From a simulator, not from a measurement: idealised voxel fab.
Name of the process module below: voxel trench capacitor
FYI the section here is cut, 145 nm wide, cells are 5 nm squares.
Each cross-section below is a grid of square cells, stated as bands in top-down order, with one or more rows of cells making up each band.
Each band's line starts with the height of the band's top and of its bottom, in nm. Then come its materials from left to right, each with its width in nm. One material with "edge to edge" fills the band from edge to edge. "blank" is empty space.
For the purposes of this specification, 0 denotes the height below which the wafer in its as-received condition is composed wholly of one material, and the lowermost band, lacking a lower limit, extends downward without end, as expressed in "0 nm and below".
Think of "30->40" as a width that walks from the first number to the second as you go down the band, top row to bottom row, taking equal-sized steps from row to row.
Key: "no change occurred" - step with no changed cell in the cross-section.
You'll see "Enclosed voids" listing empty spaces that have no way open to the top, as long as they're 8 cells or more; the notation is width x height at distance, where the distance is from the left edge, and all of it is in nm.
Read whatever lies past the settings on a step's line as the simulator's own remark about the step.
"overlay nm" answers the question of how far to the right of plan the mask lay on a step that has a mask, and when it is negative the answer is to the left.
**The steps planned for the process are as follows**
- 1: RECEIVE, material Si
- 2: CONFORMAL_DEP, material SiN, thk nm 10
- 3: MASKED_ETCH, tone open, mask id TRENCH, width nm 30, pitch nm 45, etch materials SiN, depth nm 10, overlay nm 0
- 4: MASKED_ETCH, tone open, mask id TRENCH, width nm 30, pitch nm 45, etch materials Si, depth nm 40, overlay nm 0
- 5: CONFORMAL_DEP, material HfO2, thk nm 5
- 6: CONFORMAL_DEP, material TiN, thk nm 5
- 7: FILL_DEP, material W, thk nm 10
- 8: CMP, height nm 10
**The first of two wafers, run as planned**
**Cross-section, incoming material, after step 1**
0 nm and below  Si edge to edge
Enclosed voids: none
**after step 2**
10 nm to 0 nm  SiN edge to edge
Note: structure below 0 unchanged.
**after step 3**
10 nm to 0 nm  SiN=35  blank=30  SiN=15  blank=30  SiN=35
Note: structure below 0 unchanged.
**after step 4**
10 nm to 0 nm  SiN=35  blank=30  SiN=15  blank=30  SiN=35
0 nm to -40 nm  Si=35  blank=30  Si=15  blank=30  Si=35
Note: structure below -40 unchanged.
**after step 5**
15 nm to 10 nm  HfO2=40  blank=20  HfO2=25  blank=20  HfO2=40
10 nm to 0 nm  SiN=35  HfO2=5  blank=20  HfO2=5  SiN=15  HfO2=5  blank=20  HfO2=5  SiN=35
0 nm to -35 nm  Si=35  HfO2=5  blank=20  HfO2=5  Si=15  HfO2=5  blank=20  HfO2=5  Si=35
-35 nm to -40 nm  Si=35  HfO2=30  Si=15  HfO2=30  Si=35
Note: structure below -40 unchanged.
**after step 6**
20 nm to 15 nm  TiN=45  blank=10  TiN=35  blank=10  TiN=45
15 nm to 10 nm  HfO2=40  TiN=5  blank=10  TiN=5  HfO2=25  TiN=5  blank=10  TiN=5  HfO2=40
10 nm to 0 nm  SiN=35  HfO2=5  TiN=5  blank=10  TiN=5  HfO2=5  SiN=15  HfO2=5  TiN=5  blank=10  TiN=5  HfO2=5  SiN=35
0 nm to -30 nm  Si=35  HfO2=5  TiN=5  blank=10  TiN=5  HfO2=5  Si=15  HfO2=5  TiN=5  blank=10  TiN=5  HfO2=5  Si=35
-30 nm to -35 nm  Si=35  HfO2=5  TiN=20  HfO2=5  Si=15  HfO2=5  TiN=20  HfO2=5  Si=35
Note: structure below -35 unchanged.
**after step 7**
30 nm to 20 nm  W edge to edge
20 nm to 15 nm  TiN=45  W=10  TiN=35  W=10  TiN=45
15 nm to 10 nm  HfO2=40  TiN=5  W=10  TiN=5  HfO2=25  TiN=5  W=10  TiN=5  HfO2=40
10 nm to 0 nm  SiN=35  HfO2=5  TiN=5  W=10  TiN=5  HfO2=5  SiN=15  HfO2=5  TiN=5  W=10  TiN=5  HfO2=5  SiN=35
0 nm to -30 nm  Si=35  HfO2=5  TiN=5  W=10  TiN=5  HfO2=5  Si=15  HfO2=5  TiN=5  W=10  TiN=5  HfO2=5  Si=35
Note: structure below -30 unchanged.
**after step 8**
10 nm to 0 nm  SiN=35  HfO2=5  TiN=5  W=10  TiN=5  HfO2=5  SiN=15  HfO2=5  TiN=5  W=10  TiN=5  HfO2=5  SiN=35
Note: structure below 0 unchanged.
**second wafer: like start, like plan, one mistake. Through step 4 it matches the first wafer**
Second wafer, cut view, end of step 5 per plan: no change occurred
**Second wafer, cut view, end of step 6 per plan**
15 nm to 10 nm  TiN=40  blank=20  TiN=25  blank=20  TiN=40
10 nm to 0 nm  SiN=35  TiN=5  blank=20  TiN=5  SiN=15  TiN=5  blank=20  TiN=5  SiN=35
0 nm to -35 nm  Si=35  TiN=5  blank=20  TiN=5  Si=15  TiN=5  blank=20  TiN=5  Si=35
-35 nm to -40 nm  Si=35  TiN=30  Si=15  TiN=30  Si=35
Note: structure below -40 unchanged.
**Second wafer, cut view, end of step 7 per plan**
25 nm to 15 nm  W edge to edge
15 nm to 10 nm  TiN=40  W=20  TiN=25  W=20  TiN=40
10 nm to 0 nm  SiN=35  TiN=5  W=20  TiN=5  SiN=15  TiN=5  W=20  TiN=5  SiN=35
0 nm to -35 nm  Si=35  TiN=5  W=20  TiN=5  Si=15  TiN=5  W=20  TiN=5  Si=35
Note: structure below -35 unchanged.
**Second wafer, cut view, end of step 8 per plan**
10 nm to 0 nm  SiN=35  TiN=5  W=20  TiN=5  SiN=15  TiN=5  W=20  TiN=5  SiN=35
Note: structure below 0 unchanged.
Here's what went sideways: plan step 5 never ran because it was skipped
Upon completion, the second wafer contains, in terms of cells, a greater or smaller amount of certain materials than the first wafer: HfO2 -48, TiN +8, W +40
